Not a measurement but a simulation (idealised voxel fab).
process module | voxel wiring stack
The figure presents cross-section cut, which has a width of 270 nm and is divided into square cells with an edge length of 5 nm.
In this document a cross-section is written as a grid of square cells. It is given as a series of bands, listed from the top down, and a band is one or more rows of cells.
The entry gives the band's vertical extent as a top height and a bottom height in nm, then its horizontal make-up as materials from left to right, each with a width in nm. "blank" stands for empty space; a single material marked "everywhere" fills the band edge to edge.
Heights are expressed relative to 0, this being the level below which the as-received wafer comprises one material exclusively. The lowest band is unbounded in the downward direction and is denoted as in "0 and below".
Graded width ("30..40"): value in top row of band = first number; value in bottom row = second number; row-to-row change constant.
For the purposes of this document, the phrase "nothing changed" attached to a step denotes that no cell within the cross-section was modified by that step.
"Entrapped voids" lists enclosed empty spaces (at least 8 cells, no open path upward to the top), each as width x height at distance from the left edge, in nm.
It should be noted that, on the line of a given step, the content following the step's settings is a remark produced by the simulator itself with respect to that step.
overlay nm, on a step with a mask: how far to the right of its planned place the mask lay; to the left if negative

-- The process steps that were planned are listed below
- 1: RECEIVE (material Si)
- 2: CONFORMAL_DEP (material SiO2; thk nm 15)
- 3: CONFORMAL_DEP (material SiCN; thk nm 5)
- 4: DIRECTIONAL_DEP (material SiO2; thk nm 20)
- 5: PATTERN (tone open; mask id METAL_1; material resist; width nm 25; pitch nm 45; thk nm 20; overlay nm 0)
- 6: DIRECTIONAL_ETCH (etch materials SiO2; depth nm 20)
- 7: DIRECTIONAL_ETCH (etch materials SiCN; depth nm 5)
- 8: STRIP (etch materials resist)
- 9: CONFORMAL_DEP (material TiN; thk nm 5)
- 10: FILL_DEP (material Ru; thk nm 5)
- 11: CMP (height nm 40)
- 12: CONFORMAL_DEP (material SiCN; thk nm 5)
- 13: DIRECTIONAL_DEP (material SiO2; thk nm 10)
- 14: PATTERN (tone open; mask id PLUG_1; material resist; width nm 15; pitch nm 45; thk nm 20; overlay nm 0)
- 15: DIRECTIONAL_ETCH (etch materials SiO2; depth nm 10)
- 16: DIRECTIONAL_ETCH (etch materials SiCN; depth nm 5)
- 17: STRIP (etch materials resist)
- 18: EPI (material Ru; thk nm 10)
- 19: EPI (material Ru; thk nm 5)
- 20: CONFORMAL_DEP (material SiN; thk nm 5)
- 21: DIRECTIONAL_DEP (material lowk; thk nm 20)
- 22: PATTERN (tone open; mask id METAL_2; material resist; width nm 25; pitch nm 45; thk nm 20; overlay nm -15)
- 23: DIRECTIONAL_ETCH (etch materials lowk; depth nm 20)
- 24: DIRECTIONAL_ETCH (etch materials SiN; depth nm 5)
- 25: STRIP (etch materials resist)
- 26: CONFORMAL_DEP (material TiN; thk nm 5)
- 27: FILL_DEP (material Cu; thk nm 5)
- 28: CMP (height nm 80)
- 29: CONFORMAL_DEP (material SiCN; thk nm 5)
- 30: DIRECTIONAL_DEP (material lowk; thk nm 30)
- 31: MASKED_ETCH (tone open; mask id METAL_3_HOLES; width nm 15; pitch nm 90; etch materials lowk; depth nm 30; overlay nm 0)
- 32: DIRECTIONAL_DEP (material aC; thk nm 10)
- 33: PATTERN (tone open; mask id METAL_3; material resist; width nm 25; pitch nm 45; thk nm 25; overlay nm 0)
- 34: DIRECTIONAL_ETCH (etch materials aC; depth nm 10)
- 35: STRIP (etch materials resist)
- 36: DIRECTIONAL_ETCH (etch materials lowk; depth nm 15)
- 37: DIRECTIONAL_ETCH (etch materials SiCN; depth nm 5)
- 38: STRIP (etch materials aC)
- 39: CONFORMAL_DEP (material TiN; thk nm 5)
- 40: FILL_DEP (material Cu; thk nm 10)
- 41: CMP (height nm 115)
- 42: CONFORMAL_DEP (material SiN; thk nm 5)
The plan's step 22 overlay nm is the first wafer's value; the wafers differ in this setting and start identical.

-- The first of several wafers as received, shown in cross-section; this is its state after step 1
0 and below  Si everywhere
Entrapped voids: none

-- End of module, by wafer: material-by-material cell gain (+) or loss (-) since receipt, then closed voids
overlay nm -15; +80 Cu; +84 Ru; +124 SiCN; +88 SiN; +382 SiO2; +156 TiN; +382 lowk; Entrapped voids: none
overlay nm -10; +80 Cu; +84 Ru; +124 SiCN; +88 SiN; +382 SiO2; +156 TiN; +382 lowk; Entrapped voids: none
overlay nm -5; +80 Cu; +84 Ru; +124 SiCN; +88 SiN; +382 SiO2; +156 TiN; +382 lowk; Entrapped voids: none
overlay nm 0; +80 Cu; +84 Ru; +124 SiCN; +88 SiN; +382 SiO2; +156 TiN; +382 lowk; Entrapped voids: none
overlay nm 5; +80 Cu; +84 Ru; +124 SiCN; +88 SiN; +382 SiO2; +156 TiN; +382 lowk; Entrapped voids: none
overlay nm 10; +80 Cu; +84 Ru; +124 SiCN; +88 SiN; +382 SiO2; +156 TiN; +382 lowk; Entrapped voids: none
overlay nm 15; +80 Cu; +84 Ru; +124 SiCN; +88 SiN; +382 SiO2; +156 TiN; +382 lowk; Entrapped voids: none
